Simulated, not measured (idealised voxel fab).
You're looking at the process module voxel capacitor over wiring.
Displayed cross-section: cut, width of 280 nm, square cells sized 5 nm.
Cross-section, as written here: a square-cell grid given band by band from the top down, where a band holds one or more rows of cells. This entry defines a band. It first specifies the height of the band's top and the height of its bottom in nm, and then specifies the band's materials from left to right, stating each material with its width in nm. The word "throughout" identifies a single material that fills the band from edge to edge, while the word "blank" identifies empty space. The level at which height equals 0 is the one under which the wafer, as it arrives, is entirely one material. No lower edge exists for the bottom band, which continues downward and is notated as in "from 0 down". A width given as "30 to 40" starts at the first number in the band's top row and ends at the second number in its bottom row, shifting by an equal amount at every step from row to row. Basically "same as before" means that step didn't change any cell in the cross-section. What "Enclosed voids" gives you is every empty space of 8 cells or more that is cut off from the top. Each appears as width x height at distance, with the distance taken from the left edge and width, height and distance all in nm. Anything after a step's settings on that line? It's the simulator's own note about the step. The "overlay nm" setting may appear on a step's line; for a step that uses a mask, it gives how far to the right of its planned position the mask lay, and a negative value indicates the left.
-- Planned step list for the process
| 1 | RECEIVE with material Si |
| 2 | CONFORMAL_DEP with material SiO2, thk nm 10 |
| 3 | DIRECTIONAL_DEP with material TiN, thk nm 5 |
| 4 | DIRECTIONAL_DEP with material W, thk nm 20 |
| 5 | MASKED_ETCH with tone cover, mask id METAL_1, width nm 25, pitch nm 85, etch materials W, depth nm 20, overlay nm 0 |
| 6 | MASKED_ETCH with tone cover, mask id METAL_1, width nm 25, pitch nm 85, etch materials TiN, depth nm 5, overlay nm 0 |
| 7 | CONFORMAL_DEP with material SiN, thk nm 5 |
| 8 | FILL_DEP with material lowk, thk nm 5 |
| 9 | CMP with height nm 35 |
| 10 | CONFORMAL_DEP with material SiCN, thk nm 5 |
| 11 | DIRECTIONAL_DEP with material SiO2, thk nm 15 |
| 12 | PATTERN with tone open, mask id PLUG_1, material resist, width nm 15, thk nm 15, overlay nm 0 |
| 13 | DIRECTIONAL_ETCH with etch materials SiO2, depth nm 15 |
| 14 | DIRECTIONAL_ETCH with etch materials SiCN, depth nm 5 |
| 15 | STRIP with etch materials resist |
| 16 | EPI with material Ru, thk nm 10 |
| 17 | EPI with material Ru, thk nm 10 |
| 18 | DIRECTIONAL_DEP with material TiN, thk nm 10 |
| 19 | DIRECTIONAL_DEP with material HfO2, thk nm 5 |
| 20 | DIRECTIONAL_DEP with material TiN, thk nm 5 |
| 21 | DIRECTIONAL_DEP with material aC, thk nm 15 |
| 22 | PATTERN with tone cover, mask id UPPER_PLATE, material resist, width nm 65, thk nm 30, overlay nm 0 |
| 23 | DIRECTIONAL_ETCH with etch materials aC, depth nm 15 |
| 24 | STRIP with etch materials resist |
| 25 | DIRECTIONAL_ETCH with etch materials TiN, depth nm 5 |
| 26 | DIRECTIONAL_ETCH with etch materials HfO2, depth nm 5 |
| 27 | STRIP with etch materials aC |
| 28 | DIRECTIONAL_DEP with material aC, thk nm 15 |
| 29 | PATTERN with tone cover, mask id LOWER_PLATE, material resist, width nm 75, thk nm 35, overlay nm 0 |
| 30 | DIRECTIONAL_ETCH with etch materials aC, depth nm 15 |
| 31 | STRIP with etch materials resist |
| 32 | DIRECTIONAL_ETCH with etch materials TiN, depth nm 10 |
| 33 | STRIP with etch materials aC |
| 34 | FILL_DEP with material SiO2, thk nm 15 |
| 35 | CMP with height nm 85 |
| 36 | DIRECTIONAL_DEP with material aC, thk nm 15 |
| 37 | PATTERN with tone open, mask id PLUG_2, material resist, width nm 15, thk nm 35, overlay nm 0 |
| 38 | DIRECTIONAL_ETCH with etch materials aC, depth nm 15 |
| 39 | STRIP with etch materials resist |
| 40 | DIRECTIONAL_ETCH with etch materials SiO2, depth nm 10 |
| 41 | STRIP with etch materials aC |
| 42 | CONFORMAL_DEP with material TiN, thk nm 5 |
| 43 | FILL_DEP with material Cu, thk nm 5 |
| 44 | CMP with height nm 85 |
| 45 | CONFORMAL_DEP with material SiCN, thk nm 5 |
-- Cross-section of the wafer at receipt, which is the condition after step 1
> from 0 down = Si throughout
> Enclosed voids: none
-- The plan above was carried out on the starting structure above with one mistake, and this cross-section shows the wafer at the end of the module
> from 90 to 85 = SiCN throughout
> from 85 to 80 = 105 SiO2, 5 TiN, 5 Cu, 5 TiN, 160 SiO2
> from 80 to 70 = 105 to 95 SiO2, 15 to 65 TiN, 160 to 120 SiO2
> from 70 to 65 = 95 SiO2, 65 HfO2, 120 SiO2
> from 65 to 55 = 90 SiO2, 75 TiN, 115 SiO2
> from 55 to 40 = 95 SiO2, 15 Ru, 170 SiO2
> from 40 to 35 = 95 SiCN, 15 Ru, 170 SiCN
> from 35 to 20 = 85 lowk, 5 SiN, 15 W, 5 SiN, 60 lowk, 5 SiN, 15 W, 5 SiN, 85 lowk
> from 20 to 15 = 80 lowk, 10 SiN, 15 W, 10 SiN, 50 lowk, 10 SiN, 15 W, 10 SiN, 80 lowk
> from 15 to 10 = 85 SiN, 25 TiN, 60 SiN, 25 TiN, 85 SiN
> from 10 to 0 = SiO2 throughout
> from 0 down = Si throughout
> Enclosed voids: none
In executing the process, a mistake was made relative to the plan: off-plan run, step 5, actual operation and settings MASKED_ETCH with tone cover, mask id METAL_1, width nm 15, pitch nm 85, etch materials W, depth nm 20, overlay nm 0
